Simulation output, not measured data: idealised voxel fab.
Process module under the name voxel wiring stack
The figure presents cross-section cut, which has a width of 145 nm and is divided into square cells with an edge length of 5 nm.
Each cross-section below is a grid of square cells, stated as bands in top-down order, with one or more rows of cells making up each band.
Within each band entry, the heights of the top and of the bottom of the band appear first, in that order and in nm; the materials of the band then follow from left to right, each with its corresponding width in nm. The designation "edge to edge" on a single material indicates that it fills the band from edge to edge; the designation "blank" indicates empty space.
Heights are measured from 0, the level below which the as-received wafer is all one material; the lowest band has no bottom and continues downward, written as in "0 nm and below".
With a width like "30 to 40", each row of cells in the band differs from the next by the same amount, the top row carrying the first number and the bottom row the second.
For the purposes of this document, the phrase "everything unchanged" attached to a step denotes that no cell within the cross-section was modified by that step.
Heads up: "Closed-off voids" only lists the empty pockets with no open path to the top that are 8 cells or more, and it writes them as width x height at distance, distance from the left edge, in nm.
Read whatever lies past the settings on a step's line as the simulator's own remark about the step.
The setting "overlay nm" may be written on the line of a step. When the step uses a mask, the value reports how far to the right of the planned place the mask lay, and a negative value reports that it lay to the left.

Steps planned for the process:
step 1: RECEIVE | material Si
step 2: CONFORMAL_DEP | material SiO2 | thk nm 15
step 3: DIRECTIONAL_DEP | material TiN | thk nm 5
step 4: DIRECTIONAL_DEP | material W | thk nm 15
step 5: MASKED_ETCH | tone cover | mask id METAL_1 | width nm 30 | pitch nm 60 | etch materials W | depth nm 15 | overlay nm 0
step 6: MASKED_ETCH | tone cover | mask id METAL_1 | width nm 30 | pitch nm 60 | etch materials TiN | depth nm 5 | overlay nm 0
step 7: FILL_DEP | material SiO2 | thk nm 5
step 8: CMP | height nm 35
step 9: CONFORMAL_DEP | material SiCN | thk nm 5
step 10: DIRECTIONAL_DEP | material SiO2 | thk nm 10
step 11: MASKED_ETCH | tone open | mask id PLUG_1 | width nm 15 | etch materials SiO2 | depth nm 10 | overlay nm 0
step 12: MASKED_ETCH | tone open | mask id PLUG_1 | width nm 15 | etch materials SiCN | depth nm 5 | overlay nm 0
step 13: CONFORMAL_DEP | material TiN | thk nm 5
step 14: FILL_DEP | material Cu | thk nm 5
step 15: CMP | height nm 50
step 16: CONFORMAL_DEP | material SiN | thk nm 5
step 17: DIRECTIONAL_DEP | material lowk | thk nm 15
step 18: MASKED_ETCH | tone open | mask id METAL_2 | width nm 30 | pitch nm 60 | etch materials lowk | depth nm 15 | overlay nm 0
step 19: MASKED_ETCH | tone open | mask id METAL_2 | width nm 30 | pitch nm 60 | etch materials SiN | depth nm 5 | overlay nm 0
step 20: CONFORMAL_DEP | material TiN | thk nm 5
step 21: FILL_DEP | material Cu | thk nm 10
step 22: CMP | height nm 70
step 23: CONFORMAL_DEP | material SiCN | thk nm 5
step 24: DIRECTIONAL_DEP | material lowk | thk nm 30
step 25: MASKED_ETCH | tone open | mask id METAL_3 | width nm 30 | pitch nm 60 | etch materials lowk | depth nm 15 | overlay nm 0
step 26: MASKED_ETCH | tone open | mask id METAL_3_HOLES | width nm 15 | etch materials lowk | depth nm 15 | overlay nm 0
step 27: MASKED_ETCH | tone open | mask id METAL_3_HOLES | width nm 15 | etch materials SiCN | depth nm 5 | overlay nm 0
step 28: CONFORMAL_DEP | material TiN | thk nm 5
step 29: FILL_DEP | material Cu | thk nm 10
step 30: CMP | height nm 105
step 31: CONFORMAL_DEP | material SiCN | thk nm 5
step 32: DIRECTIONAL_DEP | material lowk | thk nm 10
step 33: DIRECTIONAL_DEP | material aC | thk nm 15
step 34: PATTERN | tone open | mask id PLUG_3 | material resist | width nm 15 | thk nm 30 | overlay nm 0
step 35: DIRECTIONAL_ETCH | etch materials aC | depth nm 15
step 36: STRIP | etch materials resist
step 37: DIRECTIONAL_ETCH | etch materials lowk | depth nm 10
step 38: DIRECTIONAL_ETCH | etch materials SiCN | depth nm 5
step 39: STRIP | etch materials aC
step 40: EPI | material Ru | thk nm 10
step 41: EPI | material Ru | thk nm 5
step 42: DIRECTIONAL_DEP | material TiN | thk nm 5
step 43: DIRECTIONAL_DEP | material W | thk nm 15
step 44: PATTERN | tone cover | mask id METAL_4 | material resist | width nm 30 | pitch nm 60 | thk nm 20 | overlay nm 0
step 45: DIRECTIONAL_ETCH | etch materials W | depth nm 15
step 46: DIRECTIONAL_ETCH | etch materials TiN | depth nm 5
step 47: STRIP | etch materials resist
step 48: FILL_DEP | material SiO2 | thk nm 5
step 49: CMP | height nm 140
step 50: CONFORMAL_DEP | material SiCN | thk nm 5

First of the two wafers, run per plan:

Cross-sectional view of the wafer in its as-received condition, corresponding to the state after step 1:
0 nm and below = Si edge to edge
Closed-off voids: none

Step 2 complete: cross-section through the wafer:
15 nm to 0 nm = SiO2 edge to edge
Beneath the level 0, the cross-section is identical to its previous state.

Step 3 complete: cross-section through the wafer:
20 nm to 15 nm = TiN edge to edge
Beneath the level 15, the cross-section is identical to its previous state.

Step 4 complete: cross-section through the wafer:
35 nm to 20 nm = W edge to edge
Beneath the level 20, the cross-section is identical to its previous state.

Step 5 complete: cross-section through the wafer:
35 nm to 20 nm = blank (25) / W (30) / blank (30) / W (30) / blank (30)
Beneath the level 20, the cross-section is identical to its previous state.

Step 6 complete: cross-section through the wafer:
35 nm to 20 nm = blank (25) / W (30) / blank (30) / W (30) / blank (30)
20 nm to 15 nm = blank (25) / TiN (30) / blank (30) / TiN (30) / blank (30)
Beneath the level 15, the cross-section is identical to its previous state.

Step 7 complete: cross-section through the wafer:
40 nm to 35 nm = SiO2 edge to edge
35 nm to 20 nm = SiO2 (25) / W (30) / SiO2 (30) / W (30) / SiO2 (30)
20 nm to 15 nm = SiO2 (25) / TiN (30) / SiO2 (30) / TiN (30) / SiO2 (30)
Beneath the level 15, the cross-section is identical to its previous state.

Step 8 complete: cross-section through the wafer:
35 nm to 20 nm = SiO2 (25) / W (30) / SiO2 (30) / W (30) / SiO2 (30)
Beneath the level 20, the cross-section is identical to its previous state.

Step 9 complete: cross-section through the wafer:
40 nm to 35 nm = SiCN edge to edge
Beneath the level 35, the cross-section is identical to its previous state.

Step 10 complete: cross-section through the wafer:
50 nm to 40 nm = SiO2 edge to edge
Beneath the level 40, the cross-section is identical to its previous state.

Step 11 complete: cross-section through the wafer:
50 nm to 40 nm = SiO2 (25) / blank (15) / SiO2 (105)
Beneath the level 40, the cross-section is identical to its previous state.

Step 12 complete: cross-section through the wafer:
50 nm to 40 nm = SiO2 (25) / blank (15) / SiO2 (105)
40 nm to 35 nm = SiCN (25) / blank (15) / SiCN (105)
Beneath the level 35, the cross-section is identical to its previous state.

Step 13 complete: cross-section through the wafer:
55 nm to 50 nm = TiN (30) / blank (5) / TiN (110)
50 nm to 40 nm = SiO2 (25) / TiN (5) / blank (5) / TiN (5) / SiO2 (105)
40 nm to 35 nm = SiCN (25) / TiN (15) / SiCN (105)
Beneath the level 35, the cross-section is identical to its previous state.

Step 14 complete: cross-section through the wafer:
60 nm to 55 nm = Cu edge to edge
55 nm to 50 nm = TiN (30) / Cu (5) / TiN (110)
50 nm to 40 nm = SiO2 (25) / TiN (5) / Cu (5) / TiN (5) / SiO2 (105)
Beneath the level 40, the cross-section is identical to its previous state.

Step 15 complete: cross-section through the wafer:
50 nm to 40 nm = SiO2 (25) / TiN (5) / Cu (5) / TiN (5) / SiO2 (105)
Beneath the level 40, the cross-section is identical to its previous state.

Step 16 complete: cross-section through the wafer:
55 nm to 50 nm = SiN edge to edge
Beneath the level 50, the cross-section is identical to its previous state.

Step 17 complete: cross-section through the wafer:
70 nm to 55 nm = lowk edge to edge
Beneath the level 55, the cross-section is identical to its previous state.

Step 18 complete: cross-section through the wafer:
70 nm to 55 nm = lowk (25) / blank (30) / lowk (30) / blank (30) / lowk (30)
Beneath the level 55, the cross-section is identical to its previous state.

Step 19 complete: cross-section through the wafer:
70 nm to 55 nm = lowk (25) / blank (30) / lowk (30) / blank (30) / lowk (30)
55 nm to 50 nm = SiN (25) / blank (30) / SiN (30) / blank (30) / SiN (30)
Beneath the level 50, the cross-section is identical to its previous state.

Step 20 complete: cross-section through the wafer:
75 nm to 70 nm = TiN (30) / blank (20) / TiN (40) / blank (20) / TiN (35)
70 nm to 55 nm = lowk (25) / TiN (5) / blank (20) / TiN (5) / lowk (30) / TiN (5) / blank (20) / TiN (5) / lowk (30)
55 nm to 50 nm = SiN (25) / TiN (30) / SiN (30) / TiN (30) / SiN (30)
Beneath the level 50, the cross-section is identical to its previous state.

Step 21 complete: cross-section through the wafer:
85 nm to 75 nm = Cu edge to edge
75 nm to 70 nm = TiN (30) / Cu (20) / TiN (40) / Cu (20) / TiN (35)
70 nm to 55 nm = lowk (25) / TiN (5) / Cu (20) / TiN (5) / lowk (30) / TiN (5) / Cu (20) / TiN (5) / lowk (30)
Beneath the level 55, the cross-section is identical to its previous state.

Step 22 complete: cross-section through the wafer:
70 nm to 55 nm = lowk (25) / TiN (5) / Cu (20) / TiN (5) / lowk (30) / TiN (5) / Cu (20) / TiN (5) / lowk (30)
Beneath the level 55, the cross-section is identical to its previous state.

Step 23 complete: cross-section through the wafer:
75 nm to 70 nm = SiCN edge to edge
Beneath the level 70, the cross-section is identical to its previous state.

Step 24 complete: cross-section through the wafer:
105 nm to 75 nm = lowk edge to edge
Beneath the level 75, the cross-section is identical to its previous state.

Step 25 complete: cross-section through the wafer:
105 nm to 90 nm = lowk (25) / blank (30) / lowk (30) / blank (30) / lowk (30)
Beneath the level 90, the cross-section is identical to its previous state.

Step 26 complete: cross-section through the wafer:
105 nm to 90 nm = lowk (25) / blank (30) / lowk (30) / blank (30) / lowk (30)
90 nm to 75 nm = lowk (25) / blank (15) / lowk (105)
Beneath the level 75, the cross-section is identical to its previous state.

Step 27 complete: cross-section through the wafer:
105 nm to 90 nm = lowk (25) / blank (30) / lowk (30) / blank (30) / lowk (30)
90 nm to 75 nm = lowk (25) / blank (15) / lowk (105)
75 nm to 70 nm = SiCN (25) / blank (15) / SiCN (105)
Beneath the level 70, the cross-section is identical to its previous state.

Step 28 complete: cross-section through the wafer:
110 nm to 105 nm = TiN (30) / blank (20) / TiN (40) / blank (20) / TiN (35)
105 nm to 95 nm = lowk (25) / TiN (5) / blank (20) / TiN (5) / lowk (30) / TiN (5) / blank (20) / TiN (5) / lowk (30)
95 nm to 90 nm = lowk (25) / TiN (5) / blank (5) / TiN (20) / lowk (30) / TiN (30) / lowk (30)
90 nm to 75 nm = lowk (25) / TiN (5) / blank (5) / TiN (5) / lowk (105)
75 nm to 70 nm = SiCN (25) / TiN (15) / SiCN (105)
Beneath the level 70, the cross-section is identical to its previous state.

Step 29 complete: cross-section through the wafer:
120 nm to 110 nm = Cu edge to edge
110 nm to 105 nm = TiN (30) / Cu (20) / TiN (40) / Cu (20) / TiN (35)
105 nm to 95 nm = lowk (25) / TiN (5) / Cu (20) / TiN (5) / lowk (30) / TiN (5) / Cu (20) / TiN (5) / lowk (30)
95 nm to 90 nm = lowk (25) / TiN (5) / Cu (5) / TiN (20) / lowk (30) / TiN (30) / lowk (30)
90 nm to 75 nm = lowk (25) / TiN (5) / Cu (5) / TiN (5) / lowk (105)
Beneath the level 75, the cross-section is identical to its previous state.

Step 30 complete: cross-section through the wafer:
105 nm to 95 nm = lowk (25) / TiN (5) / Cu (20) / TiN (5) / lowk (30) / TiN (5) / Cu (20) / TiN (5) / lowk (30)
Beneath the level 95, the cross-section is identical to its previous state.

Step 31 complete: cross-section through the wafer:
110 nm to 105 nm = SiCN edge to edge
Beneath the level 105, the cross-section is identical to its previous state.

Step 32 complete: cross-section through the wafer:
120 nm to 110 nm = lowk edge to edge
Beneath the level 110, the cross-section is identical to its previous state.

Step 33 complete: cross-section through the wafer:
135 nm to 120 nm = aC edge to edge
Beneath the level 120, the cross-section is identical to its previous state.

Step 34 complete: cross-section through the wafer:
165 nm to 135 nm = resist (25) / blank (15) / resist (105)
Beneath the level 135, the cross-section is identical to its previous state.

Step 35 complete: cross-section through the wafer:
150 nm to 135 nm = resist (25) / blank (15) / resist (105)
135 nm to 120 nm = aC (25) / blank (15) / aC (105)
Beneath the level 120, the cross-section is identical to its previous state.

Step 36 complete: cross-section through the wafer:
135 nm to 120 nm = aC (25) / blank (15) / aC (105)
Beneath the level 120, the cross-section is identical to its previous state.

Step 37 complete: cross-section through the wafer:
135 nm to 120 nm = aC (25) / blank (15) / aC (105)
120 nm to 110 nm = lowk (25) / blank (15) / lowk (105)
Beneath the level 110, the cross-section is identical to its previous state.

Step 38 complete: cross-section through the wafer:
135 nm to 120 nm = aC (25) / blank (15) / aC (105)
120 nm to 110 nm = lowk (25) / blank (15) / lowk (105)
110 nm to 105 nm = SiCN (25) / blank (15) / SiCN (105)
Beneath the level 105, the cross-section is identical to its previous state.

Step 39 complete: cross-section through the wafer:
120 nm to 110 nm = lowk (25) / blank (15) / lowk (105)
Beneath the level 110, the cross-section is identical to its previous state.

Step 40 complete: cross-section through the wafer:
120 nm to 115 nm = lowk (25) / blank (15) / lowk (105)
115 nm to 110 nm = lowk (25) / Ru (15) / lowk (105)
110 nm to 105 nm = SiCN (25) / Ru (15) / SiCN (105)
Beneath the level 105, the cross-section is identical to its previous state.

Step 41 complete: cross-section through the wafer:
120 nm to 110 nm = lowk (25) / Ru (15) / lowk (105)
Beneath the level 110, the cross-section is identical to its previous state.

Step 42 complete: cross-section through the wafer:
125 nm to 120 nm = TiN edge to edge
Beneath the level 120, the cross-section is identical to its previous state.

Step 43 complete: cross-section through the wafer:
140 nm to 125 nm = W edge to edge
Beneath the level 125, the cross-section is identical to its previous state.

Step 44 complete: cross-section through the wafer:
160 nm to 140 nm = blank (25) / resist (30) / blank (30) / resist (30) / blank (30)
Beneath the level 140, the cross-section is identical to its previous state.

Step 45 complete: cross-section through the wafer:
160 nm to 140 nm = blank (25) / resist (30) / blank (30) / resist (30) / blank (30)
140 nm to 125 nm = blank (25) / W (30) / blank (30) / W (30) / blank (30)
Beneath the level 125, the cross-section is identical to its previous state.

Step 46 complete: cross-section through the wafer:
160 nm to 140 nm = blank (25) / resist (30) / blank (30) / resist (30) / blank (30)
140 nm to 125 nm = blank (25) / W (30) / blank (30) / W (30) / blank (30)
125 nm to 120 nm = blank (25) / TiN (30) / blank (30) / TiN (30) / blank (30)
Beneath the level 120, the cross-section is identical to its previous state.

Step 47 complete: cross-section through the wafer:
140 nm to 125 nm = blank (25) / W (30) / blank (30) / W (30) / blank (30)
Beneath the level 125, the cross-section is identical to its previous state.

Step 48 complete: cross-section through the wafer:
145 nm to 140 nm = SiO2 edge to edge
140 nm to 125 nm = SiO2 (25) / W (30) / SiO2 (30) / W (30) / SiO2 (30)
125 nm to 120 nm = SiO2 (25) / TiN (30) / SiO2 (30) / TiN (30) / SiO2 (30)
Beneath the level 120, the cross-section is identical to its previous state.

Step 49 complete: cross-section through the wafer:
140 nm to 125 nm = SiO2 (25) / W (30) / SiO2 (30) / W (30) / SiO2 (30)
Beneath the level 125, the cross-section is identical to its previous state.

Step 50 complete: cross-section through the wafer:
145 nm to 140 nm = SiCN edge to edge
Beneath the level 140, the cross-section is identical to its previous state.

Wafer two. Same start, same plan, one slip in execution. Same as wafer one through step 15, inclusive:

Cross-section of the second wafer at the time by which step 16 should have been completed according to the plan:
65 nm to 50 nm = lowk edge to edge
Beneath the level 50, the cross-section is identical to its previous state.

Cross-section of the second wafer at the time by which step 17 should have been completed according to the plan:
70 nm to 65 nm = SiN edge to edge
Beneath the level 65, the cross-section is identical to its previous state.

Cross-section of the second wafer at the time by which step 18 should have been completed according to the plan: everything unchanged

Cross-section of the second wafer at the time by which step 19 should have been completed according to the plan:
70 nm to 65 nm = SiN (25) / blank (30) / SiN (30) / blank (30) / SiN (30)
Beneath the level 65, the cross-section is identical to its previous state.

Cross-section of the second wafer at the time by which step 20 should have been completed according to the plan:
75 nm to 70 nm = TiN (30) / blank (20) / TiN (40) / blank (20) / TiN (35)
70 nm to 65 nm = SiN (25) / TiN (30) / SiN (30) / TiN (30) / SiN (30)
Beneath the level 65, the cross-section is identical to its previous state.

Cross-section of the second wafer at the time by which step 21 should have been completed according to the plan:
85 nm to 75 nm = Cu edge to edge
75 nm to 70 nm = TiN (30) / Cu (20) / TiN (40) / Cu (20) / TiN (35)
Beneath the level 70, the cross-section is identical to its previous state.

Cross-section of the second wafer at the time by which step 22 should have been completed according to the plan:
70 nm to 65 nm = SiN (25) / TiN (30) / SiN (30) / TiN (30) / SiN (30)
Beneath the level 65, the cross-section is identical to its previous state.

Cross-section of the second wafer at the time by which step 23 should have been completed according to the plan:
75 nm to 70 nm = SiCN edge to edge
Beneath the level 70, the cross-section is identical to its previous state.

Cross-section of the second wafer at the time by which step 24 should have been completed according to the plan:
105 nm to 75 nm = lowk edge to edge
Beneath the level 75, the cross-section is identical to its previous state.

Cross-section of the second wafer at the time by which step 25 should have been completed according to the plan:
105 nm to 90 nm = lowk (25) / blank (30) / lowk (30) / blank (30) / lowk (30)
Beneath the level 90, the cross-section is identical to its previous state.

Cross-section of the second wafer at the time by which step 26 should have been completed according to the plan:
105 nm to 90 nm = lowk (25) / blank (30) / lowk (30) / blank (30) / lowk (30)
90 nm to 75 nm = lowk (25) / blank (15) / lowk (105)
Beneath the level 75, the cross-section is identical to its previous state.

Cross-section of the second wafer at the time by which step 27 should have been completed according to the plan:
105 nm to 90 nm = lowk (25) / blank (30) / lowk (30) / blank (30) / lowk (30)
90 nm to 75 nm = lowk (25) / blank (15) / lowk (105)
75 nm to 70 nm = SiCN (25) / blank (15) / SiCN (105)
Beneath the level 70, the cross-section is identical to its previous state.

Cross-section of the second wafer at the time by which step 28 should have been completed according to the plan:
110 nm to 105 nm = TiN (30) / blank (20) / TiN (40) / blank (20) / TiN (35)
105 nm to 95 nm = lowk (25) / TiN (5) / blank (20) / TiN (5) / lowk (30) / TiN (5) / blank (20) / TiN (5) / lowk (30)
95 nm to 90 nm = lowk (25) / TiN (5) / blank (5) / TiN (20) / lowk (30) / TiN (30) / lowk (30)
90 nm to 75 nm = lowk (25) / TiN (5) / blank (5) / TiN (5) / lowk (105)
75 nm to 70 nm = SiCN (25) / TiN (15) / SiCN (105)
Beneath the level 70, the cross-section is identical to its previous state.

Cross-section of the second wafer at the time by which step 29 should have been completed according to the plan:
120 nm to 110 nm = Cu edge to edge
110 nm to 105 nm = TiN (30) / Cu (20) / TiN (40) / Cu (20) / TiN (35)
105 nm to 95 nm = lowk (25) / TiN (5) / Cu (20) / TiN (5) / lowk (30) / TiN (5) / Cu (20) / TiN (5) / lowk (30)
95 nm to 90 nm = lowk (25) / TiN (5) / Cu (5) / TiN (20) / lowk (30) / TiN (30) / lowk (30)
90 nm to 75 nm = lowk (25) / TiN (5) / Cu (5) / TiN (5) / lowk (105)
Beneath the level 75, the cross-section is identical to its previous state.

Cross-section of the second wafer at the time by which step 30 should have been completed according to the plan:
105 nm to 95 nm = lowk (25) / TiN (5) / Cu (20) / TiN (5) / lowk (30) / TiN (5) / Cu (20) / TiN (5) / lowk (30)
Beneath the level 95, the cross-section is identical to its previous state.

Cross-section of the second wafer at the time by which step 31 should have been completed according to the plan:
110 nm to 105 nm = SiCN edge to edge
Beneath the level 105, the cross-section is identical to its previous state.

Cross-section of the second wafer at the time by which step 32 should have been completed according to the plan:
120 nm to 110 nm = lowk edge to edge
Beneath the level 110, the cross-section is identical to its previous state.

Cross-section of the second wafer at the time by which step 33 should have been completed according to the plan:
135 nm to 120 nm = aC edge to edge
Beneath the level 120, the cross-section is identical to its previous state.

Cross-section of the second wafer at the time by which step 34 should have been completed according to the plan:
165 nm to 135 nm = resist (25) / blank (15) / resist (105)
Beneath the level 135, the cross-section is identical to its previous state.

Cross-section of the second wafer at the time by which step 35 should have been completed according to the plan:
150 nm to 135 nm = resist (25) / blank (15) / resist (105)
135 nm to 120 nm = aC (25) / blank (15) / aC (105)
Beneath the level 120, the cross-section is identical to its previous state.

Cross-section of the second wafer at the time by which step 36 should have been completed according to the plan:
135 nm to 120 nm = aC (25) / blank (15) / aC (105)
Beneath the level 120, the cross-section is identical to its previous state.

Cross-section of the second wafer at the time by which step 37 should have been completed according to the plan:
135 nm to 120 nm = aC (25) / blank (15) / aC (105)
120 nm to 110 nm = lowk (25) / blank (15) / lowk (105)
Beneath the level 110, the cross-section is identical to its previous state.

Cross-section of the second wafer at the time by which step 38 should have been completed according to the plan:
135 nm to 120 nm = aC (25) / blank (15) / aC (105)
120 nm to 110 nm = lowk (25) / blank (15) / lowk (105)
110 nm to 105 nm = SiCN (25) / blank (15) / SiCN (105)
Beneath the level 105, the cross-section is identical to its previous state.

Cross-section of the second wafer at the time by which step 39 should have been completed according to the plan:
120 nm to 110 nm = lowk (25) / blank (15) / lowk (105)
Beneath the level 110, the cross-section is identical to its previous state.

Cross-section of the second wafer at the time by which step 40 should have been completed according to the plan:
120 nm to 115 nm = lowk (25) / blank (15) / lowk (105)
115 nm to 110 nm = lowk (25) / Ru (15) / lowk (105)
110 nm to 105 nm = SiCN (25) / Ru (15) / SiCN (105)
Beneath the level 105, the cross-section is identical to its previous state.

Cross-section of the second wafer at the time by which step 41 should have been completed according to the plan:
120 nm to 110 nm = lowk (25) / Ru (15) / lowk (105)
Beneath the level 110, the cross-section is identical to its previous state.

Cross-section of the second wafer at the time by which step 42 should have been completed according to the plan:
125 nm to 120 nm = TiN edge to edge
Beneath the level 120, the cross-section is identical to its previous state.

Cross-section of the second wafer at the time by which step 43 should have been completed according to the plan:
140 nm to 125 nm = W edge to edge
Beneath the level 125, the cross-section is identical to its previous state.

Cross-section of the second wafer at the time by which step 44 should have been completed according to the plan:
160 nm to 140 nm = blank (25) / resist (30) / blank (30) / resist (30) / blank (30)
Beneath the level 140, the cross-section is identical to its previous state.

Cross-section of the second wafer at the time by which step 45 should have been completed according to the plan:
160 nm to 140 nm = blank (25) / resist (30) / blank (30) / resist (30) / blank (30)
140 nm to 125 nm = blank (25) / W (30) / blank (30) / W (30) / blank (30)
Beneath the level 125, the cross-section is identical to its previous state.

Cross-section of the second wafer at the time by which step 46 should have been completed according to the plan:
160 nm to 140 nm = blank (25) / resist (30) / blank (30) / resist (30) / blank (30)
140 nm to 125 nm = blank (25) / W (30) / blank (30) / W (30) / blank (30)
125 nm to 120 nm = blank (25) / TiN (30) / blank (30) / TiN (30) / blank (30)
Beneath the level 120, the cross-section is identical to its previous state.

Cross-section of the second wafer at the time by which step 47 should have been completed according to the plan:
140 nm to 125 nm = blank (25) / W (30) / blank (30) / W (30) / blank (30)
Beneath the level 125, the cross-section is identical to its previous state.

Cross-section of the second wafer at the time by which step 48 should have been completed according to the plan:
145 nm to 140 nm = SiO2 edge to edge
140 nm to 125 nm = SiO2 (25) / W (30) / SiO2 (30) / W (30) / SiO2 (30)
125 nm to 120 nm = SiO2 (25) / TiN (30) / SiO2 (30) / TiN (30) / SiO2 (30)
Beneath the level 120, the cross-section is identical to its previous state.

Cross-section of the second wafer at the time by which step 49 should have been completed according to the plan:
140 nm to 125 nm = SiO2 (25) / W (30) / SiO2 (30) / W (30) / SiO2 (30)
Beneath the level 125, the cross-section is identical to its previous state.

Cross-section of the second wafer at the time by which step 50 should have been completed according to the plan:
145 nm to 140 nm = SiCN edge to edge
Beneath the level 140, the cross-section is identical to its previous state.
Where did the run depart from the plan? the run placed steps 16 and 17 each in the position the plan gave to the other
Wafer comparison, final, in cells, second relative to first, materials more or fewer: Cu: 24 fewer, TiN: 12 fewer, lowk: 36 more
